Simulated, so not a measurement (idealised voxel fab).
voxel wiring stack: a process module
Pictured: cross-section cut, 255 nm wide, on a grid of 5 nm square cells.
Square cells in a grid make up a cross-section in this document, and the grid is given as bands, listed from the top down, each one or more rows of cells.
Top, bottom (nm), then materials left to right with widths (nm); lone material tagged "everywhere" fills the whole band edge to edge; "empty" = empty space.
For the purposes of this specification, 0 denotes the height below which the wafer in its as-received condition is composed wholly of one material, and the lowermost band, lacking a lower limit, extends downward without end, as expressed in "0 nm and below".
The two numbers in a width such as "30 to 40" mark its ends across the band: the first belongs to the top row of cells, the second to the bottom row, and from each row to the next the width moves by the same amount.
Any step labelled "remains unaltered" changed none of the cells in the cross-section.
Listed in "Fully closed voids": every empty space of 8 or more cells without an open way to the top. Form: width x height at distance, the distance being from the left edge, all in nm.
Formally, on a step line, whatever follows the settings is a remark that the simulator itself makes on the step.
A step's line can hold "overlay nm"; with a mask on that step, the setting says how far right of the planned place the mask lay, while a negative setting says it lay to the left.
The steps planned for the process are as follows
1. RECEIVE [material Si]
2. CONFORMAL_DEP [material SiO2] [thk nm 15]
3. DIRECTIONAL_DEP [material TiN] [thk nm 5]
4. DIRECTIONAL_DEP [material W] [thk nm 15]
5. DIRECTIONAL_DEP [material aC] [thk nm 10]
6. PATTERN [tone cover] [mask id METAL_1] [material resist] [width nm 30] [pitch nm 50] [thk nm 25] [overlay nm 0]
7. DIRECTIONAL_ETCH [etch materials aC] [depth nm 10]
8. STRIP [etch materials resist]
9. DIRECTIONAL_ETCH [etch materials W] [depth nm 15]
10. DIRECTIONAL_ETCH [etch materials TiN] [depth nm 5]
11. STRIP [etch materials aC]
12. FILL_DEP [material SiO2] [thk nm 10]
13. CMP [height nm 35]
14. CONFORMAL_DEP [material SiCN] [thk nm 5]
15. DIRECTIONAL_DEP [material lowk] [thk nm 10]
16. PATTERN [tone open] [mask id PLUG_1] [material resist] [width nm 15] [pitch nm 50] [thk nm 20] [overlay nm 0]
17. DIRECTIONAL_ETCH [etch materials lowk] [depth nm 10]
18. DIRECTIONAL_ETCH [etch materials SiCN] [depth nm 5]
19. STRIP [etch materials resist]
20. CONFORMAL_DEP [material TiN] [thk nm 5]
21. FILL_DEP [material Ru] [thk nm 5]
22. CMP [height nm 50]
23. DIRECTIONAL_DEP [material TiN] [thk nm 5]
24. DIRECTIONAL_DEP [material Ru] [thk nm 15]
25. DIRECTIONAL_DEP [material aC] [thk nm 10]
26. PATTERN [tone cover] [mask id METAL_2] [material resist] [width nm 30] [pitch nm 50] [thk nm 25] [overlay nm 0]
27. DIRECTIONAL_ETCH [etch materials aC] [depth nm 10]
28. STRIP [etch materials resist]
29. DIRECTIONAL_ETCH [etch materials Ru] [depth nm 15]
30. DIRECTIONAL_ETCH [etch materials TiN] [depth nm 5]
31. STRIP [etch materials aC]
32. CONFORMAL_DEP [material SiCN] [thk nm 5]
33. FILL_DEP [material lowk] [thk nm 10]
34. CMP [height nm 70]
35. CONFORMAL_DEP [material SiCN] [thk nm 5]
Cross-section: wafer on arrival = after step 1
- 0 nm and below | Si everywhere
- Fully closed voids: none
What the wafer looks like in cross-section after this module, when it starts as shown above and follows the plan above but one mistake is made in running it
- 75 nm to 70 nm | SiCN everywhere
- 70 nm to 55 nm | lowk 30 nm; SiCN 5 nm; Ru 30 nm; SiCN 5 nm; lowk 10 nm; SiCN 5 nm; Ru 30 nm; SiCN 5 nm; lowk 10 nm; SiCN 5 nm; Ru 30 nm; SiCN 5 nm; lowk 10 nm; SiCN 5 nm; Ru 30 nm; SiCN 5 nm; lowk 35 nm
- 55 nm to 50 nm | SiCN 35 nm; TiN 30 nm; SiCN 20 nm; TiN 30 nm; SiCN 20 nm; TiN 30 nm; SiCN 20 nm; TiN 30 nm; SiCN 40 nm
- 50 nm to 40 nm | lowk 35 nm; TiN 5 nm; Ru 5 nm; TiN 5 nm; lowk 35 nm; TiN 5 nm; Ru 5 nm; TiN 5 nm; lowk 35 nm; TiN 5 nm; Ru 5 nm; TiN 5 nm; lowk 35 nm; TiN 5 nm; Ru 5 nm; TiN 5 nm; lowk 55 nm
- 40 nm to 35 nm | SiCN 35 nm; TiN 15 nm; SiCN 35 nm; TiN 15 nm; SiCN 35 nm; TiN 15 nm; SiCN 35 nm; TiN 15 nm; SiCN 55 nm
- 35 nm to 30 nm | SiO2 everywhere
- 30 nm to 15 nm | SiO2 35 nm; W 30 nm; SiO2 20 nm; W 30 nm; SiO2 20 nm; W 30 nm; SiO2 20 nm; W 30 nm; SiO2 40 nm
- 15 nm to 0 nm | SiO2 everywhere
- 0 nm and below | Si everywhere
- Fully closed voids: none
Want to know what went wrong? plan step 3 never ran because it was skipped
